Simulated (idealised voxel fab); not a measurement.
The name of this process module is voxel transistor to metal.
Displayed cross-section: cut, width of 280 nm, square cells sized 5 nm.
Heads up, the way a cross-section reads in here is a grid of square cells, handed over as bands from the top down, with every band being one or more rows of cells.
The band entry comprises the height of the band's top followed by the height of its bottom, expressed in nm, and subsequently the band's materials from left to right, each stated together with its width in nm. Where a single material is marked with the word "throughout", that material fills the band from edge to edge. The word "empty" represents empty space.
The level at which height equals 0 is the one under which the wafer, as it arrives, is entirely one material. No lower edge exists for the bottom band, which continues downward and is notated as in "0 -> down".
Width: "30 to 40" (first number = top row, second number = bottom row, same change from row to row of cells).
Where a step carries "same as before", the cross-section came out of it unchanged, cell for cell.
Closed-off voids of 8+ cells (no open route to the top) go in "Catalogued sealed voids", written width x height at distance from the left edge, in nm.
What comes after the settings on a step's line is commentary from the simulator itself on that step.
The setting "overlay nm" may be written on the line of a step. When the step uses a mask, the value reports how far to the right of the planned place the mask lay, and a negative value reports that it lay to the left.
**Set out below are the planned steps of the process**
- 1: RECEIVE,material Si
- 2: OXIDIZE,depth nm 5
- 3: CONFORMAL_DEP,material SiN,thk nm 10
- 4: MASKED_ETCH,tone cover,mask id ACTIVE,width nm 110,pitch nm 140,etch materials SiN,depth nm 10,overlay nm 0
- 5: MASKED_ETCH,tone cover,mask id ACTIVE,width nm 110,pitch nm 140,etch materials SiO2,depth nm 5,overlay nm 0
- 6: MASKED_ETCH,tone cover,mask id ACTIVE,width nm 110,pitch nm 140,etch materials Si,depth nm 25,overlay nm 0
- 7: FILL_DEP,material SiO2,thk nm 15
- 8: CMP,height nm 10
- 9: SELECTIVE_ETCH,etch materials SiO2,depth nm 5
- 10: STRIP,etch materials SiN
- 11: SELECTIVE_ETCH,etch materials SiO2,depth nm 5
- 12: OXIDIZE,depth nm 5
- 13: DIRECTIONAL_DEP,material polySi,thk nm 20
- 14: DIRECTIONAL_DEP,material SiCN,thk nm 15
- 15: DIRECTIONAL_DEP,material aC,thk nm 10
- 16: PATTERN,tone cover,mask id GATE,material resist,width nm 30,pitch nm 140,thk nm 30,overlay nm 0
- 17: DIRECTIONAL_ETCH,etch materials aC,depth nm 10
- 18: STRIP,etch materials resist
- 19: DIRECTIONAL_ETCH,etch materials SiCN,depth nm 25
- 20: DIRECTIONAL_ETCH,etch materials polySi,depth nm 30
- 21: STRIP,etch materials aC
- 22: CONFORMAL_DEP,material SiN,thk nm 10
- 23: DIRECTIONAL_ETCH,etch materials SiN,depth nm 10
- 24: DIRECTIONAL_ETCH,etch materials SiO2,depth nm 5
- 25: DIRECTIONAL_ETCH,etch materials Si,depth nm 5
- 26: EPI,material pSi,thk nm 5
- 27: FILL_DEP,material SiO2,thk nm 5
- 28: CMP,height nm 15
- 29: STRIP,etch materials polySi
- 30: SELECTIVE_ETCH,etch materials SiO2,depth nm 5
- 31: CONFORMAL_DEP,material HfO2,thk nm 5
- 32: CONFORMAL_DEP,material TiN,thk nm 5
- 33: FILL_DEP,material W,thk nm 5
- 34: CMP,height nm 10
- 35: DIRECTIONAL_DEP,material SiO2,thk nm 15
- 36: DIRECTIONAL_DEP,material aC,thk nm 10
- 37: PATTERN,tone open,mask id CONTACT,material resist,width nm 20,thk nm 25,overlay nm 0
- 38: DIRECTIONAL_ETCH,etch materials aC,depth nm 10
- 39: STRIP,etch materials resist
- 40: DIRECTIONAL_ETCH,etch materials SiO2,depth nm 35
- 41: STRIP,etch materials aC
- 42: CONFORMAL_DEP,material TiN,thk nm 5
- 43: FILL_DEP,material W,thk nm 10
- 44: CMP,height nm 25
- 45: CONFORMAL_DEP,material SiN,thk nm 5
- 46: DIRECTIONAL_DEP,material SiO2,thk nm 20
- 47: DIRECTIONAL_DEP,material aC,thk nm 15
- 48: PATTERN,tone open,mask id METAL_1,material resist,width nm 20,thk nm 35,overlay nm 0
- 49: DIRECTIONAL_ETCH,etch materials aC,depth nm 15
- 50: STRIP,etch materials resist
- 51: DIRECTIONAL_ETCH,etch materials SiO2,depth nm 20
- 52: DIRECTIONAL_ETCH,etch materials SiN,depth nm 5
- 53: STRIP,etch materials aC
- 54: CONFORMAL_DEP,material TiN,thk nm 5
- 55: FILL_DEP,material Cu,thk nm 5
- 56: CMP,height nm 50
- 57: EPI,material Ru,thk nm 5
- 58: FILL_DEP,material SiCN,thk nm 5
- 59: DIRECTIONAL_DEP,material lowk,thk nm 30
- 60: MASKED_ETCH,tone open,mask id METAL_2_HOLES,width nm 15,pitch nm 140,etch materials lowk,depth nm 30,overlay nm 0
- 61: PATTERN,tone open,mask id METAL_2,material resist,width nm 20,pitch nm 140,thk nm 15,overlay nm 0
- 62: DIRECTIONAL_ETCH,etch materials lowk,depth nm 15
- 63: DIRECTIONAL_ETCH,etch materials SiCN,depth nm 5
- 64: STRIP,etch materials resist
- 65: CONFORMAL_DEP,material TiN,thk nm 5
- 66: FILL_DEP,material Cu,thk nm 5
- 67: CMP,height nm 90
- 68: CONFORMAL_DEP,material SiCN,thk nm 5
**as received, after step 1**
	0 -> down | Si throughout
	Catalogued sealed voids: none
**The module was run from the start shown above using the plan shown above, but one mistake was made doing it; the resulting wafer cross-section is below**
	85 -> 80 | SiCN throughout
	80 -> 75 | lowk 20, TiN 5, Cu 5, TiN 10, lowk 120, TiN 5, Cu 5, TiN 10, lowk 100
	75 -> 60 | lowk 20, TiN 5, Cu 5, TiN 5, lowk 125, TiN 5, Cu 5, TiN 5, lowk 105
	60 -> 55 | SiCN 20, TiN 15, SiCN 125, TiN 15, SiCN 105
	55 -> 50 | SiCN 15, Ru 30, SiCN 50, Ru 30, SiCN 30, Ru 30, SiCN 50, Ru 30, SiCN 15
	50 -> 30 | SiO2 20, TiN 5, Cu 10, TiN 5, SiO2 60, TiN 5, Cu 10, TiN 5, SiO2 40, TiN 5, Cu 10, TiN 5, SiO2 60, TiN 5, Cu 10, TiN 5, SiO2 20
	30 -> 25 | SiN 20, TiN 20, SiN 60, TiN 20, SiN 40, TiN 20, SiN 60, TiN 20, SiN 20
	25 -> 10 | SiO2 20, TiN 5, W 10, TiN 5, SiO2 60, TiN 5, W 10, TiN 5, SiO2 40, TiN 5, W 10, TiN 5, SiO2 60, TiN 5, W 10, TiN 5, SiO2 20
	10 -> 0 | SiO2 20, TiN 5, W 10, TiN 5, SiO2 5, SiN 10, HfO2 5, TiN 5, W 10, TiN 5, HfO2 5, SiN 10, SiO2 5, TiN 5, W 10, TiN 5, SiO2 40, TiN 5, W 10, TiN 5, SiO2 5, SiN 10, HfO2 5, TiN 5, W 10, TiN 5, HfO2 5, SiN 10, SiO2 5, TiN 5, W 10, TiN 5, SiO2 20
	0 -> -5 | SiO2 10, SiN 10, TiN 10, W 5, TiN 5, SiO2 5, SiN 10, HfO2 5, TiN 20, HfO2 5, SiN 10, SiO2 5, TiN 5, W 5, TiN 10, SiN 10, SiO2 20, SiN 10, TiN 10, W 5, TiN 5, SiO2 5, SiN 10, HfO2 5, TiN 20, HfO2 5, SiN 10, SiO2 5, TiN 5, W 5, TiN 10, SiN 10, SiO2 10
	-5 -> -10 | SiO2 20, pSi 5, TiN 15, pSi 5, SiO2 5, HfO2 40, SiO2 5, pSi 5, TiN 15, pSi 5, SiO2 40, pSi 5, TiN 15, pSi 5, SiO2 5, HfO2 40, SiO2 5, pSi 5, TiN 15, pSi 5, SiO2 20
	-10 -> -15 | SiO2 15, Si 5, pSi 25, Si 50, pSi 25, Si 5, SiO2 30, Si 5, pSi 25, Si 50, pSi 25, Si 5, SiO2 15
	-15 -> -30 | SiO2 15, Si 110, SiO2 30, Si 110, SiO2 15
	-30 -> down | Si throughout
	Catalogued sealed voids: none
Against the plan, the run slipped here: step 67 was not run as planned; what actually ran was CMP,height nm 80
